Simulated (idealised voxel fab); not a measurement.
The process module presented herein is designated voxel gate over fins.
Pictured: cross-section cut, 250 nm wide, on a grid of 5 nm square cells.
How to read a cross-section here: the picture is a grid of square cells, written as bands going from the top down, and any band can span one or more rows of cells.
Quick guide to a band line: top height, bottom height (nm) up front; then every material left to right with its width in nm. Only one material and it's marked "throughout"? Then it fills the band edge to edge. And "air" just means empty space.
Heights are measured from 0, the level below which the as-received wafer is all one material; the lowest band has no bottom and continues downward, written as in "z 0 and below".
Width spec "30..40" -> top row of cells at first value, bottom row at second value, equal per-row change in between.
Take "all unchanged" at face value: in the step it is given for, the cross-section changed in none of its cells.
For the entry "Enclosed void catalog", the listed items are empty spaces with no open way to the top whose size is 8 cells or more; each item follows the pattern width x height at distance, where distance is from the left edge and all three are in nm.
Past the settings on a step's line: simulator remark, on that step.
Regarding "overlay nm": on a step with a mask, it is the distance the mask lay to the right of its planned place; a negative value places it to the left.

-- plan
1) RECEIVE: material Si
2) CONFORMAL_DEP: material SiN, thk nm 10
3) DIRECTIONAL_DEP: material aC, thk nm 15
4) PATTERN: tone cover, mask id FINS, material resist, width nm 15, pitch nm 35, thk nm 35, overlay nm 0
5) DIRECTIONAL_ETCH: etch materials aC, depth nm 15
6) STRIP: etch materials resist
7) DIRECTIONAL_ETCH: etch materials SiN, depth nm 10
8) DIRECTIONAL_ETCH: etch materials Si, depth nm 30
9) STRIP: etch materials aC
10) OXIDIZE: depth nm 5
11) FILL_DEP: material SiO2, thk nm 5
12) CMP: height nm 10
13) SELECTIVE_ETCH: etch materials SiO2, depth nm 25
14) STRIP: etch materials SiN
15) CONFORMAL_DEP: material HfO2, thk nm 5
16) CONFORMAL_DEP: material TiN, thk nm 5
17) FILL_DEP: material W, thk nm 15
18) CMP: height nm 20
19) CONFORMAL_DEP: material SiCN, thk nm 5

-- as received, after step 1
* z 0 and below | Si throughout
* Enclosed void catalog: none

-- Starting structure and process plan are as shown above, but one mistake was made in running the module; the wafer cross-section at the end of the module follows
* z 25 to 20 | SiCN throughout
* z 20 to 5 | W throughout
* z 5 to 0 | 100 W; 15 TiN; 20 W; 15 TiN; 100 W
* z 0 to -10 | 100 W; 5 TiN; 5 Si; 5 TiN; 20 W; 5 TiN; 5 Si; 5 TiN; 100 W
* z -10 to -15 | 105 TiN; 5 Si; 30 TiN; 5 Si; 105 TiN
* z -15 to -35 | 105 SiO2; 5 Si; 30 SiO2; 5 Si; 105 SiO2
* z -35 and below | Si throughout
* Enclosed void catalog: none
Run error: step 15 of the plan never got run, it was skipped over
